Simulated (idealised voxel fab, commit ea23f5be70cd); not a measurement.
process module | voxel plated lines
cross-section cut | 225 nm wide | cells 5 nm
A cross-section is a grid of square cells, given in bands from the top down. A band is one or more rows of cells.
Each band's line starts with the height of the band's top and of its bottom, in nm. Then come its materials from left to right, each with its width in nm. One material with "throughout" fills the band from edge to edge. "air" is empty space.
Height 0 is the level under which the wafer as received is all one material. The lowest band goes on downwards, as in "0 down".
A width such as "30 to 40" changes by the same amount from each row of cells to the next, from the band's top row to its bottom row.
"no change" after a step means that no cell of the cross-section changed.
closed voids: empty space of 8 cells or more with no open way to the top, each as width x height at its distance from the left edge, in nm
after a step's settings: what the simulator itself notes on the step
overlay nm, on a step with a mask: how far to the right of its planned place the mask lay; to the left if negative
plan
1 op RECEIVE | material Si
2 op CONFORMAL_DEP | material SiO2 | thk nm 10
3 op DIRECTIONAL_DEP | material TiN | thk nm 5
4 op PATTERN | tone open | mask id LINES | material resist | width nm 15 | pitch nm 35 | thk nm 20 | overlay nm 0
5 op EPI | material Ru | thk nm 5
6 op STRIP | etch materials resist
7 op DIRECTIONAL_ETCH | etch materials TiN | depth nm 5
8 op CONFORMAL_DEP | material SiO2 | thk nm 10
first wafer, as planned
as received, after step 1
  0 down: Si throughout
  closed voids: none
after step 2
  10 to 0: SiO2 throughout
  below 0: unchanged
after step 3
  15 to 10: TiN throughout
  below 10: unchanged
after step 4
  35 to 15: resist 50 | air 15 | resist 20 | air 15 | resist 20 | air 15 | resist 20 | air 15 | resist 55
  below 15: unchanged
after step 5
  35 to 20: resist 50 | air 15 | resist 20 | air 15 | resist 20 | air 15 | resist 20 | air 15 | resist 55
  20 to 15: resist 50 | Ru 15 | resist 20 | Ru 15 | resist 20 | Ru 15 | resist 20 | Ru 15 | resist 55
  below 15: unchanged
after step 6
  20 to 15: air 50 | Ru 15 | air 20 | Ru 15 | air 20 | Ru 15 | air 20 | Ru 15 | air 55
  below 15: unchanged
after step 7
  20 to 15: air 50 | Ru 15 | air 20 | Ru 15 | air 20 | Ru 15 | air 20 | Ru 15 | air 55
  15 to 10: air 50 | TiN 15 | air 20 | TiN 15 | air 20 | TiN 15 | air 20 | TiN 15 | air 55
  below 10: unchanged
after step 8
  30 to 20: air 40 | SiO2 140 | air 45
  20 to 15: SiO2 50 | Ru 15 | SiO2 20 | Ru 15 | SiO2 20 | Ru 15 | SiO2 20 | Ru 15 | SiO2 55
  15 to 10: SiO2 50 | TiN 15 | SiO2 20 | TiN 15 | SiO2 20 | TiN 15 | SiO2 20 | TiN 15 | SiO2 55
  below 10: unchanged
second wafer: like start, like plan, one mistake. Through step 1 it matches the first wafer
when step 2 should have ended: no change
when step 3 should have ended
  5 to 0: TiN throughout
  below 0: unchanged
when step 4 should have ended
  25 to 5: resist 50 | air 15 | resist 20 | air 15 | resist 20 | air 15 | resist 20 | air 15 | resist 55
  below 5: unchanged
when step 5 should have ended
  25 to 10: resist 50 | air 15 | resist 20 | air 15 | resist 20 | air 15 | resist 20 | air 15 | resist 55
  10 to 5: resist 50 | Ru 15 | resist 20 | Ru 15 | resist 20 | Ru 15 | resist 20 | Ru 15 | resist 55
  below 5: unchanged
when step 6 should have ended
  10 to 5: air 50 | Ru 15 | air 20 | Ru 15 | air 20 | Ru 15 | air 20 | Ru 15 | air 55
  below 5: unchanged
when step 7 should have ended
  10 to 5: air 50 | Ru 15 | air 20 | Ru 15 | air 20 | Ru 15 | air 20 | Ru 15 | air 55
  5 to 0: air 50 | TiN 15 | air 20 | TiN 15 | air 20 | TiN 15 | air 20 | TiN 15 | air 55
  below 0: unchanged
when step 8 should have ended
  20 to 10: air 40 | SiO2 140 | air 45
  10 to 5: SiO2 50 | Ru 15 | SiO2 20 | Ru 15 | SiO2 20 | Ru 15 | SiO2 20 | Ru 15 | SiO2 55
  5 to 0: SiO2 50 | TiN 15 | SiO2 20 | TiN 15 | SiO2 20 | TiN 15 | SiO2 20 | TiN 15 | SiO2 55
  below 0: unchanged
what went wrong: step 2 was left out
at the end the second wafer has, in cells: 90 fewer of SiO2
